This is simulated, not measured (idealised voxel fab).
The following process module bears the name voxel capacitor over wiring.
Shown is cross-section cut, with a width of 215 nm and square cells of size 5 nm.
A cross-section in this document is a grid of square cells, and it is written down as bands, the top band listed before the ones below it; a band is made up of one or more rows of cells.
A band entry consists of two parts. The first gives the height of the band's top and the height of its bottom, in nm. The rest lists the band's materials from left to right, each with its width in nm. A single material labelled with the word "everywhere" fills the band from edge to edge, and the word "air" marks empty space.
Counting heights begins at 0, where everything beneath is, in the wafer as received, one material. The lowest band has no bottom; it goes on downwards, as "from 0 down" shows.
A two-number width, for instance "30 to 40", indicates that the width is equal to the first number in the top row of the band and to the second number in the bottom row, and that it changes by a constant amount per row of cells.
Step marked "remained unchanged"? Then no cell in the cross-section changed in it.
So "Enclosed void inventory" is basically the list of trapped voids: any empty space of 8 cells or more that can't reach the top through an opening. They're written width x height at distance, the distance being from the left edge, and it's all nm.
On each step's line, the part that comes after the settings is the simulator's own comment on the step.
"overlay nm" denotes, for a step that has a mask, the displacement of the mask to the right of its planned place, with negative values corresponding to the left.
## The following list gives the planned process steps
| 1 | RECEIVE [material Si] |
| 2 | CONFORMAL_DEP [material SiO2] [thk nm 15] |
| 3 | DIRECTIONAL_DEP [material TiN] [thk nm 5] |
| 4 | DIRECTIONAL_DEP [material W] [thk nm 20] |
| 5 | MASKED_ETCH [tone cover] [mask id METAL_1] [width nm 20] [pitch nm 90] [etch materials W] [depth nm 20] [overlay nm 0] |
| 6 | MASKED_ETCH [tone cover] [mask id METAL_1] [width nm 20] [pitch nm 90] [etch materials TiN] [depth nm 5] [overlay nm 0] |
| 7 | FILL_DEP [material SiO2] [thk nm 10] |
| 8 | CMP [height nm 40] |
| 9 | CONFORMAL_DEP [material SiCN] [thk nm 5] |
| 10 | DIRECTIONAL_DEP [material SiO2] [thk nm 15] |
| 11 | MASKED_ETCH [tone open] [mask id PLUG_1] [width nm 15] [etch materials SiO2] [depth nm 5] [overlay nm 0] |
| 12 | MASKED_ETCH [tone open] [mask id PLUG_1] [width nm 15] [etch materials SiCN] [depth nm 5] [overlay nm 0] |
| 13 | CONFORMAL_DEP [material TiN] [thk nm 5] |
| 14 | FILL_DEP [material Ru] [thk nm 5] |
| 15 | CMP [height nm 60] |
| 16 | DIRECTIONAL_DEP [material TiN] [thk nm 5] |
| 17 | DIRECTIONAL_DEP [material HfO2] [thk nm 5] |
| 18 | DIRECTIONAL_DEP [material TiN] [thk nm 5] |
| 19 | PATTERN [tone cover] [mask id UPPER_PLATE] [material resist] [width nm 75] [thk nm 20] [overlay nm 0] |
| 20 | DIRECTIONAL_ETCH [etch materials TiN] [depth nm 5] |
| 21 | DIRECTIONAL_ETCH [etch materials HfO2] [depth nm 5] |
| 22 | STRIP [etch materials resist] |
| 23 | MASKED_ETCH [tone cover] [mask id LOWER_PLATE] [width nm 85] [etch materials TiN] [depth nm 5] [overlay nm 0] |
| 24 | FILL_DEP [material SiO2] [thk nm 15] |
| 25 | CMP [height nm 85] |
| 26 | MASKED_ETCH [tone open] [mask id PLUG_2] [width nm 15] [etch materials SiO2] [depth nm 10] [overlay nm 0] |
| 27 | CONFORMAL_DEP [material TiN] [thk nm 5] |
| 28 | FILL_DEP [material W] [thk nm 10] |
| 29 | CMP [height nm 85] |
| 30 | CONFORMAL_DEP [material SiN] [thk nm 5] |
varied across the wafers: depth nm of step 11. The plan shows the first wafer's value. All wafers start alike
## So this is the first of several wafers, cross-sectioned as it came to us, meaning it's at the end of step 1
- from 0 down | Si everywhere
- Enclosed void inventory: none
## wafer rows; end of module; cells per material since receipt: (+) gained, (-) lost; then closed voids
depth nm 5, +15 HfO2, +43 SiCN, +43 SiN, +592 SiO2, +48 TiN, +33 W, Enclosed void inventory: none
depth nm 10, +15 HfO2, +1 Ru, +43 SiCN, +43 SiN, +589 SiO2, +50 TiN, +33 W, Enclosed void inventory: none
depth nm 15, +15 HfO2, +3 Ru, +40 SiCN, +43 SiN, +586 SiO2, +54 TiN, +33 W, Enclosed void inventory: none
depth nm 20, +15 HfO2, +3 Ru, +40 SiCN, +43 SiN, +586 SiO2, +54 TiN, +33 W, Enclosed void inventory: none
depth nm 25, +15 HfO2, +3 Ru, +40 SiCN, +43 SiN, +586 SiO2, +54 TiN, +33 W, Enclosed void inventory: none
depth nm 30, +15 HfO2, +3 Ru, +40 SiCN, +43 SiN, +586 SiO2, +54 TiN, +33 W, Enclosed void inventory: none
